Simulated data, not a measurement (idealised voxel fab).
The process module that follows is named voxel released beams.
Each square cell in cross-section cut measures 5 nm, and the section as a whole is 165 nm wide.
Heads up, the way a cross-section reads in here is a grid of square cells, handed over as bands from the top down, with every band being one or more rows of cells.
It is stipulated that each band's entry specify, in nanometres, the height of the top of the band and then that of its bottom, followed by the materials of the band in left-to-right sequence, each together with its width in nanometres. A single material marked by the word "throughout" is understood to fill the band from edge to edge; the word "air" is understood to denote empty space.
Heights are measured from 0, the level below which the as-received wafer is all one material; the lowest band has no bottom and continues downward, written as in "from 0 down".
Graded width ("30 to 40"): value in top row of band = first number; value in bottom row = second number; row-to-row change constant.
"no change" for a step: no cell of the cross-section changed in that step.
The entry titled "Closed void listing" provides the empty spaces that have no open way to the top, restricted to those of 8 cells or more. Each is presented as width x height at distance, the distance being measured from the left edge, with all three in nm.
On each step's line, the part that comes after the settings is the simulator's own comment on the step.
overlay nm: where the mask lay relative to plan, measured to the right, on steps with a mask; negatives go left.
[List of planned process steps]
1. RECEIVE, material Si
2. CONFORMAL_DEP, material SiN, thk nm 5
3. DIRECTIONAL_DEP, material SiO2, thk nm 20
4. DIRECTIONAL_DEP, material aC, thk nm 15
5. PATTERN, tone open, mask id ANCHOR, material resist, width nm 30, thk nm 30, overlay nm 0
6. DIRECTIONAL_ETCH, etch materials aC, depth nm 15
7. STRIP, etch materials resist
8. DIRECTIONAL_ETCH, etch materials SiO2, depth nm 20
9. STRIP, etch materials aC
10. CONFORMAL_DEP, material polySi, thk nm 10
11. PATTERN, tone cover, mask id BEAM, material resist, width nm 75, thk nm 15, overlay nm 0
12. DIRECTIONAL_ETCH, etch materials polySi, depth nm 10
13. STRIP, etch materials resist
14. STRIP, etch materials SiO2
[As received (post step 1): cross-section]
	from 0 down: Si throughout
	Closed void listing: none
[The module was run from the start shown above using the plan shown above, but one mistake was made doing it; the resulting wafer cross-section is below]
	from 35 to 25: air 40 nm | polySi 20 nm | air 10 nm | polySi 45 nm | air 50 nm
	from 25 to 15: air 50 nm | polySi 10 nm | air 10 nm | polySi 10 nm | air 85 nm
	from 15 to 5: air 50 nm | polySi 30 nm | air 85 nm
	from 5 to 0: SiN throughout
	from 0 down: Si throughout
	Closed void listing: none
Finding, execution versus plan: step 5 went in with a setting other than planned; the actual run was PATTERN, tone open, mask id ANCHOR, material resist, width nm 30, thk nm 30, overlay nm 5
